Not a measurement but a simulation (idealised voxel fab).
process module | voxel tone inversion
Square cell edge 5 nm, section width 230 nm, ID cut.
In what follows, cross-sections appear as grids of square cells, described through bands that run from the top down, where every band is one or more rows of cells. The entry gives the band's vertical extent as a top height and a bottom height in nm, then its horizontal make-up as materials from left to right, each with a width in nm. "empty" stands for empty space; a single material marked "throughout" fills the band edge to edge. Note: height 0 marks the level under which the wafer is uniformly one material as received. Lowest band unbounded below, written "top 0, no bottom". Per-row width for "30..40": begins at first number (top row of band), ends at second number (bottom row), increment between rows held constant. "all unchanged" after a step means that no cell of the cross-section changed. "Catalogued sealed voids" lists enclosed empty spaces (at least 8 cells, no open path upward to the top), each as width x height at distance from the left edge, in nm. Anything after a step's settings on that line? It's the simulator's own note about the step. overlay nm: mask right of planned place by this much (step with mask). Neg. = left.
## The steps planned for the process are as follows
step 1: RECEIVE | material Si
step 2: CONFORMAL_DEP | material SiN | thk nm 10
step 3: DIRECTIONAL_DEP | material polySi | thk nm 20
step 4: PATTERN | tone cover | mask id POSTS | material resist | width nm 15 | pitch nm 40 | thk nm 25 | overlay nm 0
step 5: DIRECTIONAL_ETCH | etch materials polySi | depth nm 20
step 6: STRIP | etch materials resist
step 7: FILL_DEP | material SiO2 | thk nm 5
step 8: CMP | height nm 30
step 9: STRIP | etch materials polySi
## Wafer cross-section on receipt, i.e. after step 1
top 0, no bottom: Si throughout
Catalogued sealed voids: none
## Module complete, cross-section. Starting point and plan per above. One mistake made in running the module
top 30, bottom 10: empty: 65, then SiO2: 15, then empty: 25, then SiO2: 15, then empty: 25, then SiO2: 15, then empty: 70
top 10, bottom 0: SiN throughout
top 0, no bottom: Si throughout
Catalogued sealed voids: none
Error vs. plan: step 4 was run on a setting that differed from the plan, and what really ran there is PATTERN | tone open | mask id POSTS | material resist | width nm 15 | pitch nm 40 | thk nm 25 | overlay nm 0
